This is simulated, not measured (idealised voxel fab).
Name of the process module below: voxel wiring stack
The width of the displayed cross-section, cut, is 215 nm; its cells are square, with a size of 5 nm.
The cross-sections in this document take the form of a grid made of square cells. They are written out as bands, in order from top to bottom. Each band consists of one or more rows of cells.
Within each band entry, the heights of the top and of the bottom of the band appear first, in that order and in nm; the materials of the band then follow from left to right, each with its corresponding width in nm. The designation "edge to edge" on a single material indicates that it fills the band from edge to edge; the designation "air" indicates empty space.
Beneath 0, the wafer as received is one material, and that level is where height counting begins. The lowest band goes on downward without a bottom; it is written like "0..down".
Width: "30 to 40" (first number = top row, second number = bottom row, same change from row to row of cells).
The designation "nothing altered", where it is given for a processing step, indicates that no cell of the cross-section was altered in the course of that step.
Reported under the label "Closed cavities" are the empty spaces having no open way to the top and comprising 8 cells or more; the notation for each is width x height at distance, in which the distance is measured from the left edge and all three values are in nm.
Post-settings text on a step line: simulator's own remark regarding the step.
If you see "overlay nm" on a step's line and that step has a mask, it's telling you how far right of where it was planned the mask ended up; a negative number means it went left instead.

-- Steps planned for the process
step 1: RECEIVE (material Si)
step 2: CONFORMAL_DEP (material SiO2; thk nm 15)
step 3: DIRECTIONAL_DEP (material TiN; thk nm 5)
step 4: DIRECTIONAL_DEP (material Ru; thk nm 25)
step 5: PATTERN (tone cover; mask id METAL_1; material resist; width nm 25; pitch nm 45; thk nm 20; overlay nm 0)
step 6: DIRECTIONAL_ETCH (etch materials Ru; depth nm 25)
step 7: DIRECTIONAL_ETCH (etch materials TiN; depth nm 5)
step 8: STRIP (etch materials resist)
step 9: FILL_DEP (material lowk; thk nm 5)
step 10: CMP (height nm 45)
step 11: CONFORMAL_DEP (material SiCN; thk nm 5)
step 12: DIRECTIONAL_DEP (material lowk; thk nm 20)
step 13: PATTERN (tone open; mask id PLUG_1; material resist; width nm 15; pitch nm 45; thk nm 20; overlay nm 0)
step 14: DIRECTIONAL_ETCH (etch materials lowk; depth nm 20)
step 15: DIRECTIONAL_ETCH (etch materials SiCN; depth nm 5)
step 16: STRIP (etch materials resist)
step 17: EPI (material Ru; thk nm 10)
step 18: EPI (material Ru; thk nm 10)
step 19: EPI (material Ru; thk nm 5)
step 20: DIRECTIONAL_DEP (material TiN; thk nm 5)
step 21: DIRECTIONAL_DEP (material W; thk nm 15)
step 22: PATTERN (tone cover; mask id METAL_2; material resist; width nm 25; pitch nm 45; thk nm 15; overlay nm 0)
step 23: DIRECTIONAL_ETCH (etch materials W; depth nm 15)
step 24: DIRECTIONAL_ETCH (etch materials TiN; depth nm 5)
step 25: STRIP (etch materials resist)
step 26: CONFORMAL_DEP (material SiN; thk nm 5)
step 27: FILL_DEP (material SiO2; thk nm 5)
step 28: CMP (height nm 90)
step 29: CONFORMAL_DEP (material SiN; thk nm 5)

-- The first of the two wafers, which ran as planned

-- Step 1 complete: cross-section of the wafer as received
    0..down = Si edge to edge
    Closed cavities: none

-- The following cross-section depicts the wafer upon completion of step 2
    15..0 = SiO2 edge to edge
    Below 0, no change.

-- The following cross-section depicts the wafer upon completion of step 3
    20..15 = TiN edge to edge
    Below 15, no change.

-- The following cross-section depicts the wafer upon completion of step 4
    45..20 = Ru edge to edge
    Below 20, no change.

-- The following cross-section depicts the wafer upon completion of step 5
    65..45 = air (50) / resist (25) / air (20) / resist (25) / air (20) / resist (25) / air (50)
    Below 45, no change.

-- The following cross-section depicts the wafer upon completion of step 6
    65..45 = air (50) / resist (25) / air (20) / resist (25) / air (20) / resist (25) / air (50)
    45..20 = air (50) / Ru (25) / air (20) / Ru (25) / air (20) / Ru (25) / air (50)
    Below 20, no change.

-- The following cross-section depicts the wafer upon completion of step 7
    65..45 = air (50) / resist (25) / air (20) / resist (25) / air (20) / resist (25) / air (50)
    45..20 = air (50) / Ru (25) / air (20) / Ru (25) / air (20) / Ru (25) / air (50)
    20..15 = air (50) / TiN (25) / air (20) / TiN (25) / air (20) / TiN (25) / air (50)
    Below 15, no change.

-- The following cross-section depicts the wafer upon completion of step 8
    45..20 = air (50) / Ru (25) / air (20) / Ru (25) / air (20) / Ru (25) / air (50)
    Below 20, no change.

-- The following cross-section depicts the wafer upon completion of step 9
    50..45 = lowk edge to edge
    45..20 = lowk (50) / Ru (25) / lowk (20) / Ru (25) / lowk (20) / Ru (25) / lowk (50)
    20..15 = lowk (50) / TiN (25) / lowk (20) / TiN (25) / lowk (20) / TiN (25) / lowk (50)
    Below 15, no change.

-- The following cross-section depicts the wafer upon completion of step 10
    45..20 = lowk (50) / Ru (25) / lowk (20) / Ru (25) / lowk (20) / Ru (25) / lowk (50)
    Below 20, no change.

-- The following cross-section depicts the wafer upon completion of step 11
    50..45 = SiCN edge to edge
    Below 45, no change.

-- The following cross-section depicts the wafer upon completion of step 12
    70..50 = lowk edge to edge
    Below 50, no change.

-- The following cross-section depicts the wafer upon completion of step 13
    90..70 = resist (50) / air (15) / resist (30) / air (15) / resist (30) / air (15) / resist (60)
    Below 70, no change.

-- The following cross-section depicts the wafer upon completion of step 14
    90..70 = resist (50) / air (15) / resist (30) / air (15) / resist (30) / air (15) / resist (60)
    70..50 = lowk (50) / air (15) / lowk (30) / air (15) / lowk (30) / air (15) / lowk (60)
    Below 50, no change.

-- The following cross-section depicts the wafer upon completion of step 15
    90..70 = resist (50) / air (15) / resist (30) / air (15) / resist (30) / air (15) / resist (60)
    70..50 = lowk (50) / air (15) / lowk (30) / air (15) / lowk (30) / air (15) / lowk (60)
    50..45 = SiCN (50) / air (15) / SiCN (30) / air (15) / SiCN (30) / air (15) / SiCN (60)
    Below 45, no change.

-- The following cross-section depicts the wafer upon completion of step 16
    70..50 = lowk (50) / air (15) / lowk (30) / air (15) / lowk (30) / air (15) / lowk (60)
    Below 50, no change.

-- The following cross-section depicts the wafer upon completion of step 17
    70..55 = lowk (50) / air (15) / lowk (30) / air (15) / lowk (30) / air (15) / lowk (60)
    55..50 = lowk (50) / Ru (15) / lowk (30) / Ru (15) / lowk (30) / Ru (15) / lowk (60)
    50..45 = SiCN (50) / Ru (15) / SiCN (30) / Ru (15) / SiCN (30) / Ru (15) / SiCN (60)
    Below 45, no change.

-- The following cross-section depicts the wafer upon completion of step 18
    70..65 = lowk (50) / air (15) / lowk (30) / air (15) / lowk (30) / air (15) / lowk (60)
    65..50 = lowk (50) / Ru (15) / lowk (30) / Ru (15) / lowk (30) / Ru (15) / lowk (60)
    Below 50, no change.

-- The following cross-section depicts the wafer upon completion of step 19
    70..50 = lowk (50) / Ru (15) / lowk (30) / Ru (15) / lowk (30) / Ru (15) / lowk (60)
    Below 50, no change.

-- The following cross-section depicts the wafer upon completion of step 20
    75..70 = TiN edge to edge
    Below 70, no change.

-- The following cross-section depicts the wafer upon completion of step 21
    90..75 = W edge to edge
    Below 75, no change.

-- The following cross-section depicts the wafer upon completion of step 22
    105..90 = air (50) / resist (25) / air (20) / resist (25) / air (20) / resist (25) / air (50)
    Below 90, no change.

-- The following cross-section depicts the wafer upon completion of step 23
    105..90 = air (50) / resist (25) / air (20) / resist (25) / air (20) / resist (25) / air (50)
    90..75 = air (50) / W (25) / air (20) / W (25) / air (20) / W (25) / air (50)
    Below 75, no change.

-- The following cross-section depicts the wafer upon completion of step 24
    105..90 = air (50) / resist (25) / air (20) / resist (25) / air (20) / resist (25) / air (50)
    90..75 = air (50) / W (25) / air (20) / W (25) / air (20) / W (25) / air (50)
    75..70 = air (50) / TiN (25) / air (20) / TiN (25) / air (20) / TiN (25) / air (50)
    Below 70, no change.

-- The following cross-section depicts the wafer upon completion of step 25
    90..75 = air (50) / W (25) / air (20) / W (25) / air (20) / W (25) / air (50)
    Below 75, no change.

-- The following cross-section depicts the wafer upon completion of step 26
    95..90 = air (45) / SiN (35) / air (10) / SiN (35) / air (10) / SiN (35) / air (45)
    90..75 = air (45) / SiN (5) / W (25) / SiN (5) / air (10) / SiN (5) / W (25) / SiN (5) / air (10) / SiN (5) / W (25) / SiN (5) / air (45)
    75..70 = SiN (50) / TiN (25) / SiN (20) / TiN (25) / SiN (20) / TiN (25) / SiN (50)
    Below 70, no change.

-- The following cross-section depicts the wafer upon completion of step 27
    100..95 = SiO2 edge to edge
    95..90 = SiO2 (45) / SiN (35) / SiO2 (10) / SiN (35) / SiO2 (10) / SiN (35) / SiO2 (45)
    90..75 = SiO2 (45) / SiN (5) / W (25) / SiN (5) / SiO2 (10) / SiN (5) / W (25) / SiN (5) / SiO2 (10) / SiN (5) / W (25) / SiN (5) / SiO2 (45)
    Below 75, no change.

-- The following cross-section depicts the wafer upon completion of step 28
    90..75 = SiO2 (45) / SiN (5) / W (25) / SiN (5) / SiO2 (10) / SiN (5) / W (25) / SiN (5) / SiO2 (10) / SiN (5) / W (25) / SiN (5) / SiO2 (45)
    Below 75, no change.

-- The following cross-section depicts the wafer upon completion of step 29
    95..90 = SiN edge to edge
    Below 90, no change.

-- Regarding the second of the two wafers: it shared the first wafer's starting condition and process plan, yet one error occurred during its execution. Its history coincides with that of the first wafer up to and including step 18

-- Cross-section, second wafer, at the end time the plan gives for step 19
    75..70 = TiN (50) / air (15) / TiN (30) / air (15) / TiN (30) / air (15) / TiN (60)
    70..65 = lowk (50) / TiN (15) / lowk (30) / TiN (15) / lowk (30) / TiN (15) / lowk (60)
    Below 65, no change.

-- Cross-section, second wafer, at the end time the plan gives for step 20
    80..75 = Ru (55) / air (5) / Ru (40) / air (5) / Ru (40) / air (5) / Ru (65)
    75..70 = TiN (50) / Ru (15) / TiN (30) / Ru (15) / TiN (30) / Ru (15) / TiN (60)
    Below 70, no change.

-- Cross-section, second wafer, at the end time the plan gives for step 21
    95..90 = W (55) / air (5) / W (40) / air (5) / W (40) / air (5) / W (65)
    90..80 = W edge to edge
    80..75 = Ru (55) / W (5) / Ru (40) / W (5) / Ru (40) / W (5) / Ru (65)
    Below 75, no change.

-- Cross-section, second wafer, at the end time the plan gives for step 22
    110..95 = air (50) / resist (25) / air (20) / resist (25) / air (20) / resist (25) / air (50)
    95..90 = W (55) / resist (5) / W (40) / resist (5) / W (40) / resist (5) / W (65)
    Below 90, no change.

-- Cross-section, second wafer, at the end time the plan gives for step 23
    110..95 = air (50) / resist (25) / air (20) / resist (25) / air (20) / resist (25) / air (50)
    95..90 = air (50) / W (5) / resist (5) / W (15) / air (20) / W (5) / resist (5) / W (15) / air (20) / W (5) / resist (5) / W (15) / air (50)
    90..80 = air (50) / W (25) / air (20) / W (25) / air (20) / W (25) / air (50)
    Below 80, no change.

Cross-section, second wafer, at the end time the plan gives for step 24: nothing altered

-- Cross-section, second wafer, at the end time the plan gives for step 25
    95..90 = air (50) / W (5) / air (5) / W (15) / air (20) / W (5) / air (5) / W (15) / air (20) / W (5) / air (5) / W (15) / air (50)
    Below 90, no change.

-- Cross-section, second wafer, at the end time the plan gives for step 26
    100..95 = air (45) / SiN (35) / air (10) / SiN (35) / air (10) / SiN (35) / air (45)
    95..90 = air (45) / SiN (5) / W (5) / SiN (5) / W (15) / SiN (5) / air (10) / SiN (5) / W (5) / SiN (5) / W (15) / SiN (5) / air (10) / SiN (5) / W (5) / SiN (5) / W (15) / SiN (5) / air (45)
    90..85 = air (45) / SiN (5) / W (25) / SiN (5) / air (10) / SiN (5) / W (25) / SiN (5) / air (10) / SiN (5) / W (25) / SiN (5) / air (45)
    85..80 = SiN (50) / W (25) / SiN (20) / W (25) / SiN (20) / W (25) / SiN (50)
    Below 80, no change.

-- Cross-section, second wafer, at the end time the plan gives for step 27
    105..100 = SiO2 edge to edge
    100..95 = SiO2 (45) / SiN (35) / SiO2 (10) / SiN (35) / SiO2 (10) / SiN (35) / SiO2 (45)
    95..90 = SiO2 (45) / SiN (5) / W (5) / SiN (5) / W (15) / SiN (5) / SiO2 (10) / SiN (5) / W (5) / SiN (5) / W (15) / SiN (5) / SiO2 (10) / SiN (5) / W (5) / SiN (5) / W (15) / SiN (5) / SiO2 (45)
    90..85 = SiO2 (45) / SiN (5) / W (25) / SiN (5) / SiO2 (10) / SiN (5) / W (25) / SiN (5) / SiO2 (10) / SiN (5) / W (25) / SiN (5) / SiO2 (45)
    Below 85, no change.

-- Cross-section, second wafer, at the end time the plan gives for step 28
    90..85 = SiO2 (45) / SiN (5) / W (25) / SiN (5) / SiO2 (10) / SiN (5) / W (25) / SiN (5) / SiO2 (10) / SiN (5) / W (25) / SiN (5) / SiO2 (45)
    Below 85, no change.

-- Cross-section, second wafer, at the end time the plan gives for step 29
    95..90 = SiN edge to edge
    Below 90, no change.
Short version of what went wrong: steps 19 and 20 swapped
Final wafer comparison in cells, second versus first, more or fewer per material: Ru +40 | SiN -12 | SiO2 -44 | TiN +28 | W -12
